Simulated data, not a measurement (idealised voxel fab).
process module | voxel self aligned vias
cross-section cut | 265 nm wide | cells 5 nm
A cross-section is a grid of square cells, given in bands from the top down. A band is one or more rows of cells.
Each band's line starts with the height of the band's top and of its bottom, in nm. Then come its materials from left to right, each with its width in nm. One material with "throughout" fills the band from edge to edge. "air" is empty space.
Height 0 is the level under which the wafer as received is all one material. The lowest band goes on downwards, as in "0 down".
A width such as "30 to 40" changes by the same amount from each row of cells to the next, from the band's top row to its bottom row.
"no change" after a step means that no cell of the cross-section changed.
closed voids: empty space of 8 cells or more with no open way to the top, each as width x height at its distance from the left edge, in nm
after a step's settings: what the simulator itself notes on the step
overlay nm, on a step with a mask: how far to the right of its planned place the mask lay; to the left if negative
plan
1 op RECEIVE | material Si
2 op CONFORMAL_DEP | material SiO2 | thk nm 10
3 op CONFORMAL_DEP | material SiCN | thk nm 5
4 op DIRECTIONAL_DEP | material SiO2 | thk nm 25
5 op MASKED_ETCH | tone open | mask id LINES | width nm 25 | pitch nm 60 | etch materials SiO2 | depth nm 25 | overlay nm 0
6 op CONFORMAL_DEP | material TiN | thk nm 5
7 op FILL_DEP | material W | thk nm 10
8 op CMP | height nm 40
9 op SELECTIVE_ETCH | etch materials W Ru TiN | depth nm 5
10 op FILL_DEP | material SiN | thk nm 10
11 op CMP | height nm 40
12 op DIRECTIONAL_DEP | material SiO2 | thk nm 20
13 op PATTERN | tone open | mask id VIAS | material resist | width nm 35 | pitch nm 120 | thk nm 20 | overlay nm 0
14 op DIRECTIONAL_ETCH | etch materials SiO2 | depth nm 20
15 op DIRECTIONAL_ETCH | etch materials SiN | depth nm 5
16 op STRIP | etch materials resist
17 op CONFORMAL_DEP | material TiN | thk nm 5
18 op FILL_DEP | material Ru | thk nm 5
19 op CMP | height nm 60
20 op CONFORMAL_DEP | material SiN | thk nm 5
varied across the wafers: thk nm of step 3. The plan shows the first wafer's value. All wafers start alike
first wafer as received, after step 1
  0 down: Si throughout
  closed voids: none
each wafer at the end: cells of each material gained (+) or lost (-) since it was received, then its closed voids
thk nm 5 | +36 Ru | +53 SiCN | +58 SiN | +452 SiO2 | +63 TiN | +27 W | closed voids: none
thk nm 10 | +36 Ru | +106 SiCN | +58 SiN | +414 SiO2 | +57 TiN | +18 W | closed voids: none
thk nm 15 | +36 Ru | +159 SiCN | +58 SiN | +376 SiO2 | +51 TiN | +9 W | closed voids: none
thk nm 20 | +36 Ru | +212 SiCN | +58 SiN | +338 SiO2 | +45 TiN | closed voids: none
